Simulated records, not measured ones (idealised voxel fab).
Process module, titled voxel transistor to metal
195 nm wide, 5 nm square cells: that's cross-section cut.
Just so we're on the same page, the cross-sections are grids of square cells, and they're listed out in bands top to bottom, each band one or more rows deep. The band entry comprises the height of the band's top followed by the height of its bottom, expressed in nm, and subsequently the band's materials from left to right, each stated together with its width in nm. Where a single material is marked with the word "all across", that material fills the band from edge to edge. The word "air" represents empty space. Counting heights begins at 0, where everything beneath is, in the wafer as received, one material. The lowest band has no bottom; it goes on downwards, as "0 -> down" shows. The two numbers in a width such as "30->40" mark its ends across the band: the first belongs to the top row of cells, the second to the bottom row, and from each row to the next the width moves by the same amount. Any step labelled "left unchanged" changed none of the cells in the cross-section. In "Enclosed internal voids" the enclosed voids are listed, meaning empty spaces of 8 cells or larger without any opening to the top. The form is width x height at distance, distance from the left edge, units nm. Post-settings text on a step line: simulator's own remark regarding the step. Steps that use a mask can have "overlay nm" on their line. It says how far the mask sat to the right of where it was meant to be. Negative means to the left.
Planned process steps:
1 RECEIVE [material Si]
2 CONFORMAL_DEP [material SiO2] [thk nm 5]
3 CONFORMAL_DEP [material SiN] [thk nm 15]
4 DIRECTIONAL_DEP [material aC] [thk nm 15]
5 PATTERN [tone cover] [mask id ACTIVE] [material resist] [width nm 95] [thk nm 30] [overlay nm 0]
6 DIRECTIONAL_ETCH [etch materials aC] [depth nm 15]
7 STRIP [etch materials resist]
8 DIRECTIONAL_ETCH [etch materials SiN] [depth nm 15]
9 DIRECTIONAL_ETCH [etch materials SiO2] [depth nm 5]
10 DIRECTIONAL_ETCH [etch materials Si] [depth nm 25]
11 STRIP [etch materials aC]
12 OXIDIZE [depth nm 5]
13 FILL_DEP [material SiO2] [thk nm 10]
14 CMP [height nm 20]
15 SELECTIVE_ETCH [etch materials SiO2] [depth nm 15]
16 STRIP [etch materials SiN]
17 SELECTIVE_ETCH [etch materials SiO2] [depth nm 5]
18 OXIDIZE [depth nm 5]
19 DIRECTIONAL_DEP [material polySi] [thk nm 30]
20 DIRECTIONAL_DEP [material SiCN] [thk nm 10]
21 MASKED_ETCH [tone cover] [mask id GATE] [width nm 25] [etch materials SiCN] [depth nm 20] [overlay nm 0]
22 MASKED_ETCH [tone cover] [mask id GATE] [width nm 25] [etch materials polySi] [depth nm 40] [overlay nm 0]
23 CONFORMAL_DEP [material SiO2] [thk nm 5]
24 DIRECTIONAL_ETCH [etch materials SiO2] [depth nm 5]
25 CONFORMAL_DEP [material SiN] [thk nm 10]
26 DIRECTIONAL_ETCH [etch materials SiN] [depth nm 10]
27 DIRECTIONAL_ETCH [etch materials SiO2] [depth nm 5]
28 DIRECTIONAL_ETCH [etch materials Si] [depth nm 10]
29 EPI [material SiGe] [thk nm 10]
30 FILL_DEP [material SiO2] [thk nm 5]
31 CMP [height nm 40]
32 DIRECTIONAL_DEP [material SiO2] [thk nm 15]
33 DIRECTIONAL_DEP [material aC] [thk nm 10]
34 PATTERN [tone open] [mask id CONTACT] [material resist] [width nm 15] [pitch nm 70] [thk nm 25] [overlay nm 0]
35 DIRECTIONAL_ETCH [etch materials aC] [depth nm 10]
36 STRIP [etch materials resist]
37 DIRECTIONAL_ETCH [etch materials SiO2] [depth nm 60]
38 STRIP [etch materials aC]
39 CONFORMAL_DEP [material TiN] [thk nm 5]
40 FILL_DEP [material Ru] [thk nm 5]
41 CMP [height nm 55]
42 CONFORMAL_DEP [material SiN] [thk nm 5]
43 DIRECTIONAL_DEP [material lowk] [thk nm 20]
44 PATTERN [tone open] [mask id METAL_1] [material resist] [width nm 15] [pitch nm 70] [thk nm 20] [overlay nm 0]
45 DIRECTIONAL_ETCH [etch materials lowk] [depth nm 20]
46 DIRECTIONAL_ETCH [etch materials SiN] [depth nm 5]
47 STRIP [etch materials resist]
48 CONFORMAL_DEP [material TiN] [thk nm 5]
49 FILL_DEP [material W] [thk nm 10]
50 CMP [height nm 80]
51 CONFORMAL_DEP [material SiCN] [thk nm 5]
52 DIRECTIONAL_DEP [material lowk] [thk nm 35]
53 PATTERN [tone open] [mask id METAL_2] [material resist] [width nm 15] [pitch nm 70] [thk nm 15] [overlay nm 0]
54 DIRECTIONAL_ETCH [etch materials lowk] [depth nm 20]
55 STRIP [etch materials resist]
56 PATTERN [tone open] [mask id METAL_2_HOLES] [material resist] [width nm 15] [pitch nm 70] [thk nm 20] [overlay nm 0]
57 DIRECTIONAL_ETCH [etch materials lowk] [depth nm 15]
58 DIRECTIONAL_ETCH [etch materials SiCN] [depth nm 5]
59 STRIP [etch materials resist]
60 CONFORMAL_DEP [material TiN] [thk nm 5]
61 FILL_DEP [material Cu] [thk nm 5]
62 CMP [height nm 120]
63 CONFORMAL_DEP [material SiCN] [thk nm 5]
Incoming wafer in cross-section (state: after step 1):
* 0 -> down: Si all across
* Enclosed internal voids: none
End-of-module XS, first of two wafers, run as planned:
* 125 -> 120: SiCN all across
* 120 -> 85: lowk 55 nm; TiN 5 nm; Cu 5 nm; TiN 5 nm; lowk 55 nm; TiN 5 nm; Cu 5 nm; TiN 5 nm; lowk 55 nm
* 85 -> 80: SiCN 55 nm; TiN 15 nm; SiCN 55 nm; TiN 15 nm; SiCN 55 nm
* 80 -> 60: lowk 55 nm; TiN 5 nm; W 5 nm; TiN 5 nm; lowk 55 nm; TiN 5 nm; W 5 nm; TiN 5 nm; lowk 55 nm
* 60 -> 55: SiN 55 nm; TiN 15 nm; SiN 55 nm; TiN 15 nm; SiN 55 nm
* 55 -> 40: SiO2 55 nm; TiN 5 nm; Ru 5 nm; TiN 5 nm; SiO2 55 nm; TiN 5 nm; Ru 5 nm; TiN 5 nm; SiO2 55 nm
* 40 -> 30: SiO2 55 nm; TiN 5 nm; Ru 5 nm; TiN 5 nm; SiN 10 nm; SiO2 5 nm; SiCN 25 nm; SiO2 5 nm; SiN 10 nm; TiN 5 nm; Ru 5 nm; TiN 5 nm; SiO2 55 nm
* 30 -> 10: SiO2 55 nm; TiN 5 nm; Ru 5 nm; TiN 5 nm; SiN 10 nm; SiO2 5 nm; polySi 25 nm; SiO2 5 nm; SiN 10 nm; TiN 5 nm; Ru 5 nm; TiN 5 nm; SiO2 55 nm
* 10 -> 5: SiO2 55 nm; TiN 15 nm; SiN 10 nm; SiO2 5 nm; polySi 25 nm; SiO2 5 nm; SiN 10 nm; TiN 15 nm; SiO2 55 nm
* 5 -> 0: SiO2 55 nm; TiN 5 nm; SiGe 10 nm; SiN 10 nm; SiO2 5 nm; polySi 25 nm; SiO2 5 nm; SiN 10 nm; SiGe 10 nm; TiN 5 nm; SiO2 55 nm
* 0 -> -5: SiO2 55 nm; TiN 5 nm; SiGe 10 nm; SiO2 55 nm; SiGe 10 nm; TiN 5 nm; SiO2 55 nm
* -5 -> -15: SiO2 55 nm; SiGe 15 nm; Si 55 nm; SiGe 15 nm; SiO2 55 nm
* -15 -> -30: SiO2 55 nm; Si 85 nm; SiO2 55 nm
* -30 -> down: Si all across
* Enclosed internal voids: none
Wafer two, end of module, cross-section. Same start, same plan as wafer one. One mistake in the run:
* 125 -> 120: SiCN all across
* 120 -> 110: lowk 50 nm; TiN 5 nm; Cu 10 nm; TiN 5 nm; lowk 50 nm; TiN 5 nm; Cu 10 nm; TiN 5 nm; lowk 55 nm
* 110 -> 105: lowk 50 nm; TiN 5 nm; Cu 5 nm; TiN 10 nm; lowk 50 nm; TiN 5 nm; Cu 5 nm; TiN 10 nm; lowk 55 nm
* 105 -> 100: lowk 50 nm; TiN 15 nm; lowk 55 nm; TiN 15 nm; lowk 60 nm
* 100 -> 85: lowk 55 nm; TiN 10 nm; lowk 60 nm; TiN 10 nm; lowk 60 nm
* 85 -> 80: SiCN 55 nm; TiN 10 nm; SiCN 60 nm; TiN 10 nm; SiCN 60 nm
* 80 -> 60: lowk 55 nm; TiN 5 nm; W 5 nm; TiN 5 nm; lowk 55 nm; TiN 5 nm; W 5 nm; TiN 5 nm; lowk 55 nm
* 60 -> 55: SiN 55 nm; TiN 15 nm; SiN 55 nm; TiN 15 nm; SiN 55 nm
* 55 -> 40: SiO2 55 nm; TiN 5 nm; Ru 5 nm; TiN 5 nm; SiO2 55 nm; TiN 5 nm; Ru 5 nm; TiN 5 nm; SiO2 55 nm
* 40 -> 30: SiO2 55 nm; TiN 5 nm; Ru 5 nm; TiN 5 nm; SiN 10 nm; SiO2 5 nm; SiCN 25 nm; SiO2 5 nm; SiN 10 nm; TiN 5 nm; Ru 5 nm; TiN 5 nm; SiO2 55 nm
* 30 -> 10: SiO2 55 nm; TiN 5 nm; Ru 5 nm; TiN 5 nm; SiN 10 nm; SiO2 5 nm; polySi 25 nm; SiO2 5 nm; SiN 10 nm; TiN 5 nm; Ru 5 nm; TiN 5 nm; SiO2 55 nm
* 10 -> 5: SiO2 55 nm; TiN 15 nm; SiN 10 nm; SiO2 5 nm; polySi 25 nm; SiO2 5 nm; SiN 10 nm; TiN 15 nm; SiO2 55 nm
* 5 -> 0: SiO2 55 nm; TiN 5 nm; SiGe 10 nm; SiN 10 nm; SiO2 5 nm; polySi 25 nm; SiO2 5 nm; SiN 10 nm; SiGe 10 nm; TiN 5 nm; SiO2 55 nm
* 0 -> -5: SiO2 55 nm; TiN 5 nm; SiGe 10 nm; SiO2 55 nm; SiGe 10 nm; TiN 5 nm; SiO2 55 nm
* -5 -> -15: SiO2 55 nm; SiGe 15 nm; Si 55 nm; SiGe 15 nm; SiO2 55 nm
* -15 -> -30: SiO2 55 nm; Si 85 nm; SiO2 55 nm
* -30 -> down: Si all across
* Enclosed internal voids: none
What broke from the plan during processing? step 53 ran differently from the plan; actual operation with settings: PATTERN [tone open] [mask id METAL_2] [material resist] [width nm 15] [pitch nm 70] [thk nm 15] [overlay nm -5]
End check, counted in cells, second wafer has more or fewer of these materials than the first: 4 fewer of Cu | 2 more of SiCN | 2 more of TiN
